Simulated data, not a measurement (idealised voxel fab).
The following process module bears the name voxel air gaps.
Xsec cut, 265 nm wide, square cell size 5 nm.
Cross-section layout: square cells on a grid; listed as bands, top to bottom; a band spans one or more cell rows. This entry defines a band. It first specifies the height of the band's top and the height of its bottom in nm, and then specifies the band's materials from left to right, stating each material with its width in nm. The word "full width" identifies a single material that fills the band from edge to edge, while the word "blank" identifies empty space. Height reference: 0 = level under which incoming wafer is all one material. Lowest band: no bottom, runs on downward, e.g. "0..down". Per-row width for "30 to 40": begins at first number (top row of band), ends at second number (bottom row), increment between rows held constant. "identical to before", as given for a step, is the statement that not any cell of the cross-section underwent a change during that step. Look at "Enclosed voids" for the closed voids: empty spaces with no open path to the top, sized 8 cells or up. Each is width x height at distance, distance from the left edge, all nm. Anything after a step's settings on that line? It's the simulator's own note about the step. "overlay nm", when on a step's line for a step with a mask, measures how far to the right of its planned place the mask lay; a negative measure means to the left.

Listed below are the process steps as planned
1 RECEIVE | material Si
2 CONFORMAL_DEP | material SiO2 | thk nm 15
3 CONFORMAL_DEP | material SiCN | thk nm 5
4 DIRECTIONAL_DEP | material lowk | thk nm 35
5 MASKED_ETCH | tone open | mask id LINES | width nm 20 | pitch nm 50 | etch materials lowk | depth nm 35 | overlay nm 0
6 CONFORMAL_DEP | material TiN | thk nm 5
7 FILL_DEP | material Ru | thk nm 5
8 CMP | height nm 55
9 EPI | material Ru | thk nm 10
10 SELECTIVE_ETCH | etch materials lowk | depth nm 45
11 CONFORMAL_DEP | material SiCN | thk nm 5

Cross-section of the wafer as it came to us, i.e., already through step 1
0..down  Si full width
Enclosed voids: none

First of two wafers, end-of-module section, run followed plan
70..65  blank 55, then SiCN 150, then blank 60
65..55  blank 55, then SiCN 5, then Ru 40, then SiCN 10, then Ru 40, then SiCN 10, then Ru 40, then SiCN 5, then blank 60
55..50  blank 55, then SiCN 15, then TiN 5, then Ru 10, then TiN 5, then SiCN 30, then TiN 5, then Ru 10, then TiN 5, then SiCN 30, then TiN 5, then Ru 10, then TiN 5, then SiCN 15, then blank 60
50..25  blank 65, then SiCN 5, then TiN 5, then Ru 10, then TiN 5, then SiCN 5, then blank 20, then SiCN 5, then TiN 5, then Ru 10, then TiN 5, then SiCN 5, then blank 20, then SiCN 5, then TiN 5, then Ru 10, then TiN 5, then SiCN 5, then blank 70
25..20  SiCN 70, then TiN 20, then SiCN 30, then TiN 20, then SiCN 30, then TiN 20, then SiCN 75
20..15  SiCN full width
15..0  SiO2 full width
0..down  Si full width
Enclosed voids: 20 x 25 at 95; 20 x 25 at 145

What the second wafer looks like in cross-section once the module is done. Its start and its plan matched the first wafer's exactly; what differed was one mistake in how it was run
70..65  SiCN full width
65..55  Ru full width
55..50  TiN 75, then Ru 10, then TiN 40, then Ru 10, then TiN 40, then Ru 10, then TiN 80
50..20  lowk 70, then TiN 5, then Ru 10, then TiN 5, then lowk 30, then TiN 5, then Ru 10, then TiN 5, then lowk 30, then TiN 5, then Ru 10, then TiN 5, then lowk 75
20..15  lowk 70, then TiN 20, then lowk 30, then TiN 20, then lowk 30, then TiN 20, then lowk 75
15..0  SiO2 full width
0..down  Si full width
Enclosed voids: none
What went wrong in running the wafer? step 3 of the plan never got run, it was skipped over
Materials where the second wafer ends with more or fewer cells than the first: 64 more of Ru | 131 fewer of SiCN | 47 more of TiN | 287 more of lowk
End state: 2 closed voids on the first wafer, 0 on the second.
